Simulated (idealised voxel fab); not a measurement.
Documented hereafter: the process module known as voxel air gaps.
Pictured: cross-section cut, 155 nm wide, on a grid of 5 nm square cells.
Cross-section format: a grid of square cells, given as bands from top to bottom; each band is one or more rows of cells.
Basically the band line says how high the top is and how high the bottom is, in nm, and then what's in it from left to right, every material with its width in nm. Empty space shows up as "blank", and if a single material carries "edge to edge" it runs the full band edge to edge.
Heights are reckoned from 0. Under this level, the received wafer is all of one material. The bottommost band is open-ended downward, for example "0 -> down".
Width: "30 to 40" (first number = top row, second number = bottom row, same change from row to row of cells).
Where the words "no modification" appear for a step, the cross-section shows no cell changed by that step; every cell remained as before.
Basically, "Enclosed void entries" tells you about the enclosed voids: empty spaces with no open way to the top, 8 cells or bigger, each written width x height at distance, where distance is from the left edge, all in nm.
Post-settings text on a step line: simulator's own remark regarding the step.
On any step carrying a mask, the "overlay nm" setting, if present on the step's line, tells how far right of its planned place the mask lay; negative values point to the left.
## Process steps - plan
1: RECEIVE [material Si]
2: CONFORMAL_DEP [material SiO2] [thk nm 10]
3: CONFORMAL_DEP [material SiCN] [thk nm 5]
4: DIRECTIONAL_DEP [material lowk] [thk nm 30]
5: DIRECTIONAL_DEP [material aC] [thk nm 10]
6: PATTERN [tone open] [mask id LINES] [material resist] [width nm 20] [pitch nm 45] [thk nm 25] [overlay nm 0]
7: DIRECTIONAL_ETCH [etch materials aC] [depth nm 10]
8: STRIP [etch materials resist]
9: DIRECTIONAL_ETCH [etch materials lowk] [depth nm 30]
10: STRIP [etch materials aC]
11: CONFORMAL_DEP [material TiN] [thk nm 5]
12: FILL_DEP [material Cu] [thk nm 5]
13: CMP [height nm 45]
14: EPI [material Ru] [thk nm 10]
15: SELECTIVE_ETCH [etch materials lowk] [depth nm 40]
16: CONFORMAL_DEP [material SiCN] [thk nm 5]
## Concerning the first of two wafers, which was run in accordance with the plan
## Incoming wafer in cross-section (state: after step 1)
0 -> down | Si edge to edge
Enclosed void entries: none
## State of the wafer after step 2, shown in cross-section
10 -> 0 | SiO2 edge to edge
For the remainder of the cross-section, below 0, there is no change.
## State of the wafer after step 3, shown in cross-section
15 -> 10 | SiCN edge to edge
For the remainder of the cross-section, below 10, there is no change.
## State of the wafer after step 4, shown in cross-section
45 -> 15 | lowk edge to edge
For the remainder of the cross-section, below 15, there is no change.
## State of the wafer after step 5, shown in cross-section
55 -> 45 | aC edge to edge
For the remainder of the cross-section, below 45, there is no change.
## State of the wafer after step 6, shown in cross-section
80 -> 55 | resist 20; blank 20; resist 25; blank 20; resist 25; blank 20; resist 25
For the remainder of the cross-section, below 55, there is no change.
## State of the wafer after step 7, shown in cross-section
70 -> 55 | resist 20; blank 20; resist 25; blank 20; resist 25; blank 20; resist 25
55 -> 45 | aC 20; blank 20; aC 25; blank 20; aC 25; blank 20; aC 25
For the remainder of the cross-section, below 45, there is no change.
## State of the wafer after step 8, shown in cross-section
55 -> 45 | aC 20; blank 20; aC 25; blank 20; aC 25; blank 20; aC 25
For the remainder of the cross-section, below 45, there is no change.
## State of the wafer after step 9, shown in cross-section
55 -> 45 | aC 20; blank 20; aC 25; blank 20; aC 25; blank 20; aC 25
45 -> 15 | lowk 20; blank 20; lowk 25; blank 20; lowk 25; blank 20; lowk 25
For the remainder of the cross-section, below 15, there is no change.
## State of the wafer after step 10, shown in cross-section
45 -> 15 | lowk 20; blank 20; lowk 25; blank 20; lowk 25; blank 20; lowk 25
For the remainder of the cross-section, below 15, there is no change.
## State of the wafer after step 11, shown in cross-section
50 -> 45 | TiN 25; blank 10; TiN 35; blank 10; TiN 35; blank 10; TiN 30
45 -> 20 | lowk 20; TiN 5; blank 10; TiN 5; lowk 25; TiN 5; blank 10; TiN 5; lowk 25; TiN 5; blank 10; TiN 5; lowk 25
20 -> 15 | lowk 20; TiN 20; lowk 25; TiN 20; lowk 25; TiN 20; lowk 25
For the remainder of the cross-section, below 15, there is no change.
## State of the wafer after step 12, shown in cross-section
55 -> 50 | Cu edge to edge
50 -> 45 | TiN 25; Cu 10; TiN 35; Cu 10; TiN 35; Cu 10; TiN 30
45 -> 20 | lowk 20; TiN 5; Cu 10; TiN 5; lowk 25; TiN 5; Cu 10; TiN 5; lowk 25; TiN 5; Cu 10; TiN 5; lowk 25
For the remainder of the cross-section, below 20, there is no change.
## State of the wafer after step 13, shown in cross-section
45 -> 20 | lowk 20; TiN 5; Cu 10; TiN 5; lowk 25; TiN 5; Cu 10; TiN 5; lowk 25; TiN 5; Cu 10; TiN 5; lowk 25
For the remainder of the cross-section, below 20, there is no change.
## State of the wafer after step 14, shown in cross-section
55 -> 45 | blank 10; Ru 40; blank 5; Ru 40; blank 5; Ru 40; blank 15
For the remainder of the cross-section, below 45, there is no change.
## State of the wafer after step 15, shown in cross-section
55 -> 45 | blank 10; Ru 40; blank 5; Ru 40; blank 5; Ru 40; blank 15
45 -> 20 | blank 20; TiN 5; Cu 10; TiN 5; blank 25; TiN 5; Cu 10; TiN 5; blank 25; TiN 5; Cu 10; TiN 5; blank 25
20 -> 15 | blank 20; TiN 20; blank 25; TiN 20; blank 25; TiN 20; blank 25
For the remainder of the cross-section, below 15, there is no change.
## State of the wafer after step 16, shown in cross-section
60 -> 55 | blank 5; SiCN 140; blank 10
55 -> 45 | blank 5; SiCN 5; Ru 40; SiCN 5; Ru 40; SiCN 5; Ru 40; SiCN 5; blank 10
45 -> 40 | blank 5; SiCN 15; TiN 5; Cu 10; TiN 5; SiCN 25; TiN 5; Cu 10; TiN 5; SiCN 25; TiN 5; Cu 10; TiN 5; SiCN 15; blank 10
40 -> 20 | blank 15; SiCN 5; TiN 5; Cu 10; TiN 5; SiCN 5; blank 15; SiCN 5; TiN 5; Cu 10; TiN 5; SiCN 5; blank 15; SiCN 5; TiN 5; Cu 10; TiN 5; SiCN 5; blank 20
20 -> 15 | SiCN 20; TiN 20; SiCN 25; TiN 20; SiCN 25; TiN 20; SiCN 25
For the remainder of the cross-section, below 15, there is no change.
Enclosed void entries: 15 x 20 at 45; 15 x 20 at 90
## It is to be noted that the second wafer proceeded from the same initial state and according to the same plan as the first, although one mistake was committed in its execution; through step 2, inclusive, the two wafers share an identical history
## Second wafer cross-section, taken as of the time the plan sets for step 3 to be done
40 -> 10 | lowk edge to edge
For the remainder of the cross-section, below 10, there is no change.
## Second wafer cross-section, taken as of the time the plan sets for step 4 to be done
45 -> 40 | SiCN edge to edge
For the remainder of the cross-section, below 40, there is no change.
## Second wafer cross-section, taken as of the time the plan sets for step 5 to be done
55 -> 45 | aC edge to edge
For the remainder of the cross-section, below 45, there is no change.
## Second wafer cross-section, taken as of the time the plan sets for step 6 to be done
80 -> 55 | resist 20; blank 20; resist 25; blank 20; resist 25; blank 20; resist 25
For the remainder of the cross-section, below 55, there is no change.
## Second wafer cross-section, taken as of the time the plan sets for step 7 to be done
70 -> 55 | resist 20; blank 20; resist 25; blank 20; resist 25; blank 20; resist 25
55 -> 45 | aC 20; blank 20; aC 25; blank 20; aC 25; blank 20; aC 25
For the remainder of the cross-section, below 45, there is no change.
## Second wafer cross-section, taken as of the time the plan sets for step 8 to be done
55 -> 45 | aC 20; blank 20; aC 25; blank 20; aC 25; blank 20; aC 25
For the remainder of the cross-section, below 45, there is no change.
Second wafer cross-section, taken as of the time the plan sets for step 9 to be done: no modification
## Second wafer cross-section, taken as of the time the plan sets for step 10 to be done
45 -> 40 | SiCN edge to edge
For the remainder of the cross-section, below 40, there is no change.
## Second wafer cross-section, taken as of the time the plan sets for step 11 to be done
50 -> 45 | TiN edge to edge
For the remainder of the cross-section, below 45, there is no change.
## Second wafer cross-section, taken as of the time the plan sets for step 12 to be done
55 -> 50 | Cu edge to edge
For the remainder of the cross-section, below 50, there is no change.
## Second wafer cross-section, taken as of the time the plan sets for step 13 to be done
45 -> 40 | SiCN edge to edge
For the remainder of the cross-section, below 40, there is no change.
Second wafer cross-section, taken as of the time the plan sets for step 14 to be done: no modification
Second wafer cross-section, taken as of the time the plan sets for step 15 to be done: no modification
## Second wafer cross-section, taken as of the time the plan sets for step 16 to be done
50 -> 40 | SiCN edge to edge
For the remainder of the cross-section, below 40, there is no change.
Diagnosis: plan steps 3 and 4 run swapped
Final difference in cells, second wafer against first, listed per material as more or fewer: -30 Cu | -48 Ru | -64 SiCN | -42 TiN | +186 lowk
Upon completion, the first wafer exhibits 2 closed voids and the second wafer exhibits 0.
